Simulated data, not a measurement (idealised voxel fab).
The process module presented herein is designated voxel released beams.
In the cross-section labelled cut, the width is 160 nm and each square cell is 5 nm.
Cross-section format: a grid of square cells, given as bands from top to bottom; each band is one or more rows of cells.
Look at the band entry: it leads with the top's height and the bottom's height in nm. Then it lists the materials left to right, with a width in nm for each. The word "throughout" on a single material says that material fills the band edge to edge. The word "empty" is empty space.
For the purposes of this specification, 0 denotes the height below which the wafer in its as-received condition is composed wholly of one material, and the lowermost band, lacking a lower limit, extends downward without end, as expressed in "z 0 and below".
With a width like "30 to 40", each row of cells in the band differs from the next by the same amount, the top row carrying the first number and the bottom row the second.
"identical to before" for a step: no cell of the cross-section changed in that step.
Basically, "Closed voids list" tells you about the enclosed voids: empty spaces with no open way to the top, 8 cells or bigger, each written width x height at distance, where distance is from the left edge, all in nm.
Anything after a step's settings on that line? It's the simulator's own note about the step.
overlay nm, on a step with a mask: how far to the right of its planned place the mask lay; to the left if negative

STEPS IN THE PROCESS PLAN
1,op RECEIVE | material Si
2,op CONFORMAL_DEP | material Al2O3 | thk nm 10
3,op DIRECTIONAL_DEP | material SiO2 | thk nm 20
4,op DIRECTIONAL_DEP | material aC | thk nm 15
5,op PATTERN | tone open | mask id ANCHOR | material resist | width nm 25 | thk nm 30 | overlay nm 0
6,op DIRECTIONAL_ETCH | etch materials aC | depth nm 15
7,op STRIP | etch materials resist
8,op DIRECTIONAL_ETCH | etch materials SiO2 | depth nm 20
9,op STRIP | etch materials aC
10,op CONFORMAL_DEP | material W | thk nm 10
11,op PATTERN | tone cover | mask id BEAM | material resist | width nm 80 | thk nm 20 | overlay nm 0
12,op DIRECTIONAL_ETCH | etch materials W | depth nm 10
13,op STRIP | etch materials resist
14,op STRIP | etch materials SiO2

THE FOLLOWING PERTAINS TO THE FIRST OF TWO WAFERS, WHICH WAS PROCESSED AS PLANNED

CROSS-SECTION OF THE WAFER UPON ARRIVAL, REPRESENTING THE STATE REACHED AFTER STEP 1
> z 0 and below | Si throughout
> Closed voids list: none

WAFER XSEC, POST STEP 2
> z 10 to 0 | Al2O3 throughout
> Unchanged below 0.

WAFER XSEC, POST STEP 3
> z 30 to 10 | SiO2 throughout
> Unchanged below 10.

WAFER XSEC, POST STEP 4
> z 45 to 30 | aC throughout
> Unchanged below 30.

WAFER XSEC, POST STEP 5
> z 75 to 45 | resist (40)  empty (25)  resist (95)
> Unchanged below 45.

WAFER XSEC, POST STEP 6
> z 60 to 45 | resist (40)  empty (25)  resist (95)
> z 45 to 30 | aC (40)  empty (25)  aC (95)
> Unchanged below 30.

WAFER XSEC, POST STEP 7
> z 45 to 30 | aC (40)  empty (25)  aC (95)
> Unchanged below 30.

WAFER XSEC, POST STEP 8
> z 45 to 30 | aC (40)  empty (25)  aC (95)
> z 30 to 10 | SiO2 (40)  empty (25)  SiO2 (95)
> Unchanged below 10.

WAFER XSEC, POST STEP 9
> z 30 to 10 | SiO2 (40)  empty (25)  SiO2 (95)
> Unchanged below 10.

WAFER XSEC, POST STEP 10
> z 40 to 30 | W (50)  empty (5)  W (105)
> z 30 to 20 | SiO2 (40)  W (10)  empty (5)  W (10)  SiO2 (95)
> z 20 to 10 | SiO2 (40)  W (25)  SiO2 (95)
> Unchanged below 10.

WAFER XSEC, POST STEP 11
> z 60 to 40 | empty (35)  resist (80)  empty (45)
> z 40 to 30 | W (50)  resist (5)  W (105)
> z 30 to 20 | SiO2 (40)  W (10)  resist (5)  W (10)  SiO2 (95)
> Unchanged below 20.

WAFER XSEC, POST STEP 12
> z 60 to 40 | empty (35)  resist (80)  empty (45)
> z 40 to 30 | empty (35)  W (15)  resist (5)  W (60)  empty (45)
> Unchanged below 30.

WAFER XSEC, POST STEP 13
> z 40 to 30 | empty (35)  W (15)  empty (5)  W (60)  empty (45)
> z 30 to 20 | SiO2 (40)  W (10)  empty (5)  W (10)  SiO2 (95)
> Unchanged below 20.

WAFER XSEC, POST STEP 14
> z 40 to 30 | empty (35)  W (15)  empty (5)  W (60)  empty (45)
> z 30 to 20 | empty (40)  W (10)  empty (5)  W (10)  empty (95)
> z 20 to 10 | empty (40)  W (25)  empty (95)
> Unchanged below 10.

HERE THE SECOND WAFER IS DESCRIBED. ITS START AND ITS PLAN WERE THOSE OF THE FIRST WAFER. ITS RUN CONTAINED ONE MISTAKE. UP TO AND INCLUDING STEP 10, IT DID EXACTLY WHAT THE FIRST WAFER DID

SECOND WAFER PROFILE IN SECTION, AT THE MOMENT STEP 11 OF THE PLAN WAS MEANT TO BE COMPLETE
> z 60 to 40 | empty (45)  resist (80)  empty (35)
> z 40 to 30 | W (50)  resist (5)  W (105)
> z 30 to 20 | SiO2 (40)  W (10)  resist (5)  W (10)  SiO2 (95)
> Unchanged below 20.

SECOND WAFER PROFILE IN SECTION, AT THE MOMENT STEP 12 OF THE PLAN WAS MEANT TO BE COMPLETE
> z 60 to 40 | empty (45)  resist (80)  empty (35)
> z 40 to 30 | empty (45)  W (5)  resist (5)  W (70)  empty (35)
> Unchanged below 30.

SECOND WAFER PROFILE IN SECTION, AT THE MOMENT STEP 13 OF THE PLAN WAS MEANT TO BE COMPLETE
> z 40 to 30 | empty (45)  W (5)  empty (5)  W (70)  empty (35)
> z 30 to 20 | SiO2 (40)  W (10)  empty (5)  W (10)  SiO2 (95)
> Unchanged below 20.

SECOND WAFER PROFILE IN SECTION, AT THE MOMENT STEP 14 OF THE PLAN WAS MEANT TO BE COMPLETE
> z 40 to 30 | empty (45)  W (5)  empty (5)  W (70)  empty (35)
> z 30 to 20 | empty (40)  W (10)  empty (5)  W (10)  empty (95)
> z 20 to 10 | empty (40)  W (25)  empty (95)
> Unchanged below 10.
Processing error: step 11 ran with different settings than intended, the actual operation and settings being op PATTERN | tone cover | mask id BEAM | material resist | width nm 80 | thk nm 20 | overlay nm 10
The two final wafers agree on how many cells each material fills and disagree on which cells those are.
